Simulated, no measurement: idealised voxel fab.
process module | voxel tone inversion
cross-section cut | 275 nm wide | cells 5 nm
A cross-section is a grid of square cells, given in bands from the top down. A band is one or more rows of cells.
Each band's line starts with the height of the band's top and of its bottom, in nm. Then come its materials from left to right, each with its width in nm. One material with "throughout" fills the band from edge to edge. "air" is empty space.
Height 0 is the level under which the wafer as received is all one material. The lowest band goes on downwards, as in "0 down".
A width such as "30 to 40" changes by the same amount from each row of cells to the next, from the band's top row to its bottom row.
"no change" after a step means that no cell of the cross-section changed.
closed voids: empty space of 8 cells or more with no open way to the top, each as width x height at its distance from the left edge, in nm
after a step's settings: what the simulator itself notes on the step
overlay nm, on a step with a mask: how far to the right of its planned place the mask lay; to the left if negative
plan
1 op RECEIVE | material Si
2 op CONFORMAL_DEP | material SiCN | thk nm 10
3 op DIRECTIONAL_DEP | material polySi | thk nm 15
4 op PATTERN | tone cover | mask id POSTS | material resist | width nm 20 | pitch nm 40 | thk nm 25 | overlay nm 0
5 op DIRECTIONAL_ETCH | etch materials polySi | depth nm 15
6 op STRIP | etch materials resist
7 op FILL_DEP | material lowk | thk nm 10
8 op CMP | height nm 25
9 op STRIP | etch materials polySi
10 op CONFORMAL_DEP | material TiN | thk nm 5
11 op FILL_DEP | material Ru | thk nm 10
12 op CMP | height nm 25
13 op CONFORMAL_DEP | material SiN | thk nm 5
as received, after step 1
  0 down: Si throughout
  closed voids: none
first wafer at the end, as planned
  30 to 25: SiN throughout
  25 to 15: lowk 65 | TiN 5 | Ru 10 | TiN 5 | lowk 20 | TiN 5 | Ru 10 | TiN 5 | lowk 20 | TiN 5 | Ru 10 | TiN 5 | lowk 20 | TiN 5 | Ru 10 | TiN 5 | lowk 70
  15 to 10: lowk 65 | TiN 20 | lowk 20 | TiN 20 | lowk 20 | TiN 20 | lowk 20 | TiN 20 | lowk 70
  10 to 0: SiCN throughout
  0 down: Si throughout
  closed voids: none
second wafer at the end: like start, like plan, one mistake
  30 to 25: SiN throughout
  25 to 15: lowk 55 | TiN 5 | Ru 10 | TiN 5 | lowk 20 | TiN 5 | Ru 10 | TiN 5 | lowk 20 | TiN 5 | Ru 10 | TiN 5 | lowk 20 | TiN 5 | Ru 10 | TiN 5 | lowk 80
  15 to 10: lowk 55 | TiN 20 | lowk 20 | TiN 20 | lowk 20 | TiN 20 | lowk 20 | TiN 20 | lowk 80
  10 to 0: SiCN throughout
  0 down: Si throughout
  closed voids: none
what went wrong: step 4 ran as: op PATTERN | tone cover | mask id POSTS | material resist | width nm 20 | pitch nm 40 | thk nm 25 | overlay nm -10
at the end the second wafer has, in cells: as many of each material as the first, in other places
